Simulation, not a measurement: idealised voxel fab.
You're looking at the process module voxel released beams.
cross-section cut | 245 nm wide | cells 5 nm
The cross-sections in this document take the form of a grid made of square cells. They are written out as bands, in order from top to bottom. Each band consists of one or more rows of cells.
For a band, the entry starts with two heights in nm, that of the top and then that of the bottom, and carries on with the band's materials in order from left to right, each alongside its width in nm; the word "edge to edge" beside a single material means it fills the band edge to edge, and "blank" means empty space.
A quick word on heights: they are counted from 0, and under that level the wafer as it came to us is one material throughout. The lowest band is different from the rest in having no bottom; it simply continues downward, written as in "z 0 and below".
Per-row width for "30->40": begins at first number (top row of band), ends at second number (bottom row), increment between rows held constant.
"remains unaltered" for a step: no cell of the cross-section changed in that step.
Reported under the label "Closed void register" are the empty spaces having no open way to the top and comprising 8 cells or more; the notation for each is width x height at distance, in which the distance is measured from the left edge and all three values are in nm.
Formally, on a step line, whatever follows the settings is a remark that the simulator itself makes on the step.
overlay nm, on a step with a mask: how far to the right of its planned place the mask lay; to the left if negative

# Process steps (planned)
1 RECEIVE with material Si
2 CONFORMAL_DEP with material Al2O3, thk nm 5
3 DIRECTIONAL_DEP with material SiO2, thk nm 15
4 MASKED_ETCH with tone open, mask id ANCHOR, width nm 25, etch materials SiO2, depth nm 15, overlay nm 0
5 CONFORMAL_DEP with material polySi, thk nm 10
6 MASKED_ETCH with tone cover, mask id BEAM, width nm 60, etch materials polySi, depth nm 10, overlay nm 0
7 STRIP with etch materials SiO2
Same starting wafers, different width nm at step 6. Plan value belongs to the first wafer.

# Cross-section: the first of several wafers in its as-received state, i.e. following step 1
> z 0 and below: Si edge to edge
> Closed void register: none

# Below is a per-wafer table. In it, each row describes the wafer at the end of the module by giving, for each material, the number of cells gained (+) or lost (-) since the wafer was received, and after that the closed voids of the wafer
width nm 60 | +49 Al2O3 | +36 polySi | Closed void register: none
width nm 65 | +49 Al2O3 | +38 polySi | Closed void register: none
width nm 70 | +49 Al2O3 | +40 polySi | Closed void register: none
width nm 75 | +49 Al2O3 | +42 polySi | Closed void register: none
width nm 80 | +49 Al2O3 | +44 polySi | Closed void register: none
width nm 85 | +49 Al2O3 | +46 polySi | Closed void register: none
